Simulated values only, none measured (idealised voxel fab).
A process module follows: voxel local oxidation.
Xsec cut, 245 nm wide, square cell size 5 nm.
Cross-section, as written here: a square-cell grid given band by band from the top down, where a band holds one or more rows of cells.
The band entry comprises the height of the band's top followed by the height of its bottom, expressed in nm, and subsequently the band's materials from left to right, each stated together with its width in nm. Where a single material is marked with the word "full width", that material fills the band from edge to edge. The word "empty" represents empty space.
Basically, 0 is our baseline, since under it the wafer straight out of the box is all one material. The bottom band has no lower end and keeps on going down, so it looks like "0 nm and below".
You'd read "30..40" like this: the band's top row of cells is as wide as the first number, its bottom row is as wide as the second, and going down, every row changes width by the same amount as the row before did.
"remains unaltered" -> step changed no cross-section cell.
Empty spaces without an open route to the top, at least 8 cells in extent, make up the entry "Unvented internal voids"; each is given as width x height at distance, where the distance is measured from the left edge, and all are in nm.
That trailing text on a step's line, after the settings, is the simulator's own remark on the step.
If you see "overlay nm" on a step's line and that step has a mask, it's telling you how far right of where it was planned the mask ended up; a negative number means it went left instead.

### Set out below are the planned steps of the process
- 1: op RECEIVE | material Si
- 2: op OXIDIZE | depth nm 5
- 3: op CONFORMAL_DEP | material SiN | thk nm 15
- 4: op MASKED_ETCH | tone cover | mask id ACTIVE | width nm 115 | etch materials SiN | depth nm 15 | overlay nm 0
- 5: op SELECTIVE_ETCH | etch materials SiO2 | depth nm 5
- 6: op OXIDIZE | depth nm 10
- 7: op STRIP | etch materials SiN
varied across the wafers: width nm of step 4. The plan shows the first wafer's value. All wafers start alike

### First wafer of several, as received: cross-section after step 1
0 nm and below = Si full width
Unvented internal voids: none

### first wafer at the end, after step 7
0 nm to -5 nm = empty=70, then SiO2=105, then empty=70
-5 nm to -15 nm = SiO2=80, then Si=85, then SiO2=80
-15 nm and below = Si full width
Unvented internal voids: none

### Cross-section, module end, final of several wafers
0 nm to -5 nm = empty=60, then SiO2=130, then empty=55
-5 nm to -15 nm = SiO2=70, then Si=110, then SiO2=65
-15 nm and below = Si full width
Unvented internal voids: none

### Rows = wafers. At module end, each row lists per material the cells gained (+) or lost (-) since the wafer was received, then the closed voids
width nm 115, -113 Si, +85 SiO2, Unvented internal voids: none
width nm 120, -111 Si, +84 SiO2, Unvented internal voids: none
width nm 125, -109 Si, +83 SiO2, Unvented internal voids: none
width nm 130, -107 Si, +82 SiO2, Unvented internal voids: none
width nm 135, -105 Si, +81 SiO2, Unvented internal voids: none
width nm 140, -103 Si, +80 SiO2, Unvented internal voids: none
